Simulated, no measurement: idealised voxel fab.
voxel gate over fins: a process module
The width of the displayed cross-section, cut, is 215 nm; its cells are square, with a size of 5 nm.
In this document a cross-section is written as a grid of square cells. It is given as a series of bands, listed from the top down, and a band is one or more rows of cells. The entry gives the band's vertical extent as a top height and a bottom height in nm, then its horizontal make-up as materials from left to right, each with a width in nm. "empty" stands for empty space; a single material marked "all across" fills the band edge to edge. Where do heights start? At 0: under that level the wafer as delivered is made of one material only. And the lowest band has no floor; it just carries on downward, as in "from 0 down". Width: "30 to 40" (first number = top row, second number = bottom row, same change from row to row of cells). Reading "same as before" for a step: not a cell of the cross-section changed in it. "Voids, sealed": empty spaces of 8 cells or more with no open way to the top, each given as width x height at distance, distance from the left edge, all in nm. after a step's settings: what the simulator itself notes on the step. overlay nm: right-of-plan distance of the mask on a masked step; negative values mean left-of-plan.

## Here's what the planned process steps look like
- 1: RECEIVE,material Si
- 2: CONFORMAL_DEP,material SiN,thk nm 5
- 3: MASKED_ETCH,tone cover,mask id FINS,width nm 15,pitch nm 60,etch materials SiN,depth nm 5,overlay nm 0
- 4: MASKED_ETCH,tone cover,mask id FINS,width nm 15,pitch nm 60,etch materials Si,depth nm 30,overlay nm 0
- 5: FILL_DEP,material SiO2,thk nm 5
- 6: CMP,height nm 5
- 7: MASKED_ETCH,tone open,mask id RAIL,width nm 15,etch materials SiO2,depth nm 30,overlay nm 0
- 8: CONFORMAL_DEP,material TiN,thk nm 5
- 9: FILL_DEP,material W,thk nm 5
- 10: CMP,height nm 5
- 11: SELECTIVE_ETCH,etch materials W Ru TiN,depth nm 25
- 12: FILL_DEP,material SiO2,thk nm 5
- 13: CMP,height nm 5
- 14: SELECTIVE_ETCH,etch materials SiO2,depth nm 15
- 15: STRIP,etch materials SiN
- 16: CONFORMAL_DEP,material HfO2,thk nm 5
- 17: CONFORMAL_DEP,material TiN,thk nm 5
- 18: CONFORMAL_DEP,material TiAl,thk nm 5
- 19: CONFORMAL_DEP,material TiN,thk nm 5
- 20: FILL_DEP,material W,thk nm 10
- 21: CMP,height nm 25
- 22: CONFORMAL_DEP,material SiN,thk nm 5

## Cross-sectional view of the wafer in its as-received condition, corresponding to the state after step 1
- from 0 down = Si all across
- Voids, sealed: none

## Final wafer profile in cross-section after the module, from the same start and plan as above, with one mistake made during processing
- from 30 to 25 = SiN all across
- from 25 to 20 = W all across
- from 20 to 15 = W: 50 | TiN: 55 | W: 5 | TiN: 55 | W: 50
- from 15 to 10 = W: 50 | TiN: 5 | TiAl: 45 | TiN: 5 | W: 5 | TiN: 5 | TiAl: 45 | TiN: 5 | W: 50
- from 10 to 5 = W: 50 | TiN: 5 | TiAl: 5 | TiN: 35 | TiAl: 5 | TiN: 5 | W: 5 | TiN: 5 | TiAl: 5 | TiN: 35 | TiAl: 5 | TiN: 5 | W: 50
- from 5 to 0 = W: 50 | TiN: 5 | TiAl: 5 | TiN: 5 | HfO2: 25 | TiN: 5 | TiAl: 5 | TiN: 5 | W: 5 | TiN: 5 | TiAl: 5 | TiN: 5 | HfO2: 25 | TiN: 5 | TiAl: 5 | TiN: 5 | W: 50
- from 0 to -10 = W: 50 | TiN: 5 | TiAl: 5 | TiN: 5 | HfO2: 5 | Si: 15 | HfO2: 5 | TiN: 5 | TiAl: 5 | TiN: 5 | W: 5 | TiN: 5 | TiAl: 5 | TiN: 5 | HfO2: 5 | Si: 15 | HfO2: 5 | TiN: 5 | TiAl: 5 | TiN: 5 | W: 50
- from -10 to -15 = TiN: 55 | TiAl: 5 | TiN: 5 | HfO2: 5 | Si: 15 | HfO2: 5 | TiN: 5 | TiAl: 5 | TiN: 15 | TiAl: 5 | TiN: 5 | HfO2: 5 | Si: 15 | HfO2: 5 | TiN: 5 | TiAl: 5 | TiN: 55
- from -15 to -20 = TiAl: 60 | TiN: 5 | HfO2: 5 | Si: 15 | HfO2: 5 | TiN: 5 | TiAl: 25 | TiN: 5 | HfO2: 5 | Si: 15 | HfO2: 5 | TiN: 5 | TiAl: 60
- from -20 to -25 = TiN: 65 | HfO2: 5 | Si: 15 | HfO2: 5 | TiN: 35 | HfO2: 5 | Si: 15 | HfO2: 5 | TiN: 65
- from -25 to -30 = HfO2: 70 | Si: 15 | HfO2: 45 | Si: 15 | HfO2: 70
- from -30 down = Si all across
- Voids, sealed: none
Want to know what went wrong? step 5 was not run as planned; what actually ran was FILL_DEP,material SiN,thk nm 5
